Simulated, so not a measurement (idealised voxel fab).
process module | voxel self aligned contacts
cross-section cut | 175 nm wide | cells 5 nm
A cross-section is a grid of square cells, given in bands from the top down. A band is one or more rows of cells.
Each band's line starts with the height of the band's top and of its bottom, in nm. Then come its materials from left to right, each with its width in nm. One material with "throughout" fills the band from edge to edge. "air" is empty space.
Height 0 is the level under which the wafer as received is all one material. The lowest band goes on downwards, as in "0 down".
A width such as "30 to 40" changes by the same amount from each row of cells to the next, from the band's top row to its bottom row.
"no change" after a step means that no cell of the cross-section changed.
closed voids: empty space of 8 cells or more with no open way to the top, each as width x height at its distance from the left edge, in nm
after a step's settings: what the simulator itself notes on the step
overlay nm, on a step with a mask: how far to the right of its planned place the mask lay; to the left if negative
plan
1 op RECEIVE | material Si
2 op CONFORMAL_DEP | material SiO2 | thk nm 5
3 op DIRECTIONAL_DEP | material polySi | thk nm 20
4 op DIRECTIONAL_DEP | material SiN | thk nm 15
5 op MASKED_ETCH | tone cover | mask id GATE | width nm 25 | pitch nm 60 | etch materials SiN | depth nm 15 | overlay nm 0
6 op MASKED_ETCH | tone cover | mask id GATE | width nm 25 | pitch nm 60 | etch materials polySi | depth nm 20 | overlay nm 0
7 op CONFORMAL_DEP | material SiN | thk nm 5
8 op DIRECTIONAL_ETCH | etch materials SiN | depth nm 5
9 op FILL_DEP | material SiO2 | thk nm 10
10 op CMP | height nm 45
11 op PATTERN | tone open | mask id CONTACT | material resist | width nm 45 | pitch nm 60 | thk nm 20 | overlay nm 0
12 op DIRECTIONAL_ETCH | etch materials SiO2 | depth nm 45
13 op STRIP | etch materials resist
14 op CONFORMAL_DEP | material TiN | thk nm 5
15 op FILL_DEP | material Ru | thk nm 5
16 op CMP | height nm 45
17 op CONFORMAL_DEP | material SiCN | thk nm 5
as received, after step 1
  0 down: Si throughout
  closed voids: none
a wafer at the end: this start, this plan, one mistake
  50 to 45: SiCN throughout
  45 to 40: Ru 5 | TiN 30 | SiO2 45 | TiN 15 | SiO2 45 | TiN 30 | Ru 5
  40 to 25: Ru 5 | TiN 5 | SiN 35 | SiO2 25 | SiN 35 | SiO2 25 | SiN 35 | TiN 5 | Ru 5
  25 to 5: Ru 5 | TiN 5 | SiN 5 | polySi 25 | SiN 5 | SiO2 25 | SiN 5 | polySi 25 | SiN 5 | SiO2 25 | SiN 5 | polySi 25 | SiN 5 | TiN 5 | Ru 5
  5 to 0: TiN 10 | SiO2 155 | TiN 10
  0 down: Si throughout
  closed voids: none
what went wrong: step 11 ran as: op PATTERN | tone cover | mask id CONTACT | material resist | width nm 45 | pitch nm 60 | thk nm 20 | overlay nm 0
